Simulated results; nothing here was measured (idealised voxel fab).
process module | voxel tone inversion
cross-section cut | 175 nm wide | cells 5 nm
A cross-section is a grid of square cells, given in bands from the top down. A band is one or more rows of cells.
Each band's line starts with the height of the band's top and of its bottom, in nm. Then come its materials from left to right, each with its width in nm. One material with "throughout" fills the band from edge to edge. "air" is empty space.
Height 0 is the level under which the wafer as received is all one material. The lowest band goes on downwards, as in "0 down".
A width such as "30 to 40" changes by the same amount from each row of cells to the next, from the band's top row to its bottom row.
"no change" after a step means that no cell of the cross-section changed.
closed voids: empty space of 8 cells or more with no open way to the top, each as width x height at its distance from the left edge, in nm
after a step's settings: what the simulator itself notes on the step
overlay nm, on a step with a mask: how far to the right of its planned place the mask lay; to the left if negative
plan
1 op RECEIVE | material Si
2 op CONFORMAL_DEP | material SiN | thk nm 5
3 op DIRECTIONAL_DEP | material aC | thk nm 15
4 op PATTERN | tone cover | mask id POSTS | material resist | width nm 25 | pitch nm 55 | thk nm 20 | overlay nm 0
5 op DIRECTIONAL_ETCH | etch materials aC | depth nm 15
6 op STRIP | etch materials resist
7 op FILL_DEP | material lowk | thk nm 5
8 op CMP | height nm 20
9 op STRIP | etch materials aC
10 op CONFORMAL_DEP | material TiN | thk nm 5
11 op FILL_DEP | material Ru | thk nm 5
12 op CMP | height nm 20
13 op CONFORMAL_DEP | material SiCN | thk nm 5
as received, after step 1
  0 down: Si throughout
  closed voids: none
a wafer at the end: this start, this plan, one mistake
  25 to 20: SiCN throughout
  20 to 15: SiN throughout
  15 to 0: aC throughout
  0 down: Si throughout
  closed voids: none
what went wrong: steps 2 and 3 were swapped
